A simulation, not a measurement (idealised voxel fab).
The process module presented herein is designated voxel released beams.
FYI the section here is cut, 215 nm wide, cells are 5 nm squares.
A cross-section in this document is a grid of square cells, and it is written down as bands, the top band listed before the ones below it; a band is made up of one or more rows of cells. What a band's entry tells you: where the top is and where the bottom is, as heights in nm, and after that what lies inside, material by material from left to right, each with its width in nm. Empty space is written as the word "blank", and a single material marked with the word "throughout" occupies the band from edge to edge. Ref level 0: as-received wafer is one material below here. Bottom band extends down with no lower bound ("0 and below"). You'd read "30 to 40" like this: the band's top row of cells is as wide as the first number, its bottom row is as wide as the second, and going down, every row changes width by the same amount as the row before did. "stayed the same" after a step means that no cell of the cross-section changed. Entry "closed voids". Content: empty spaces with no open connection to the top, size 8 cells or greater. Each: width x height at distance. Distance: from left edge. Unit: nm. Text after the settings on a step's line: the simulator's own remark on that step. "overlay nm", when on a step's line for a step with a mask, measures how far to the right of its planned place the mask lay; a negative measure means to the left.

Intended process steps:
1 RECEIVE | material Si
2 CONFORMAL_DEP | material Al2O3 | thk nm 5
3 DIRECTIONAL_DEP | material SiO2 | thk nm 10
4 PATTERN | tone open | mask id ANCHOR | material resist | width nm 45 | thk nm 15 | overlay nm 0
5 DIRECTIONAL_ETCH | etch materials SiO2 | depth nm 10
6 STRIP | etch materials resist
7 CONFORMAL_DEP | material polySi | thk nm 15
8 PATTERN | tone cover | mask id BEAM | material resist | width nm 125 | thk nm 15 | overlay nm 0
9 DIRECTIONAL_ETCH | etch materials polySi | depth nm 15
10 STRIP | etch materials resist
11 STRIP | etch materials SiO2

As-received state of the wafer in cross-section, equivalent to post-step 1:
  0 and below = Si throughout
  closed voids: none

End-of-module cross-section of the first of two wafers, processed as planned:
  30 down to 20 = 40 blank  20 polySi  15 blank  90 polySi  50 blank
  20 down to 15 = 40 blank  125 polySi  50 blank
  15 down to 5 = 45 blank  45 polySi  125 blank
  5 down to 0 = Al2O3 throughout
  0 and below = Si throughout
  closed voids: none

Cross-section of the latter of the two wafers at module completion. It had an identical start and an identical plan to the former; in running it, one mistake was made:
  25 down to 15 = 40 blank  20 polySi  15 blank  90 polySi  50 blank
  15 down to 10 = 40 blank  125 polySi  50 blank
  10 down to 0 = 45 blank  45 polySi  125 blank
  0 and below = Si throughout
  closed voids: none
Which mistake was made when the wafer was run? step 2 was left out
End of process, cell counts, second wafer against first, materials with more or fewer: 43 fewer of Al2O3
